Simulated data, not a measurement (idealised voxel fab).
process module | voxel tone inversion
cross-section cut | 170 nm wide | cells 5 nm
A cross-section is a grid of square cells, given in bands from the top down. A band is one or more rows of cells.
Each band's line starts with the height of the band's top and of its bottom, in nm. Then come its materials from left to right, each with its width in nm. One material with "throughout" fills the band from edge to edge. "air" is empty space.
Height 0 is the level under which the wafer as received is all one material. The lowest band goes on downwards, as in "0 down".
A width such as "30 to 40" changes by the same amount from each row of cells to the next, from the band's top row to its bottom row.
"no change" after a step means that no cell of the cross-section changed.
closed voids: empty space of 8 cells or more with no open way to the top, each as width x height at its distance from the left edge, in nm
after a step's settings: what the simulator itself notes on the step
overlay nm, on a step with a mask: how far to the right of its planned place the mask lay; to the left if negative
plan
1 op RECEIVE | material Si
2 op CONFORMAL_DEP | material SiN | thk nm 10
3 op DIRECTIONAL_DEP | material aC | thk nm 25
4 op PATTERN | tone cover | mask id POSTS | material resist | width nm 25 | pitch nm 40 | thk nm 30 | overlay nm 0
5 op DIRECTIONAL_ETCH | etch materials aC | depth nm 25
6 op STRIP | etch materials resist
7 op FILL_DEP | material lowk | thk nm 10
8 op CMP | height nm 35
9 op STRIP | etch materials aC
10 op CONFORMAL_DEP | material TiN | thk nm 5
11 op FILL_DEP | material Ru | thk nm 10
12 op CMP | height nm 35
13 op CONFORMAL_DEP | material SiCN | thk nm 5
as received, after step 1
  0 down: Si throughout
  closed voids: none
a wafer at the end: this start, this plan, one mistake
  40 to 35: SiCN throughout
  35 to 15: lowk 35 | TiN 5 | Ru 10 | TiN 5 | lowk 20 | TiN 5 | Ru 10 | TiN 5 | lowk 20 | TiN 5 | Ru 10 | TiN 5 | lowk 35
  15 to 10: lowk 35 | TiN 20 | lowk 20 | TiN 20 | lowk 20 | TiN 20 | lowk 35
  10 to 0: SiN throughout
  0 down: Si throughout
  closed voids: none
what went wrong: step 4 ran as: op PATTERN | tone cover | mask id POSTS | material resist | width nm 20 | pitch nm 40 | thk nm 30 | overlay nm 0
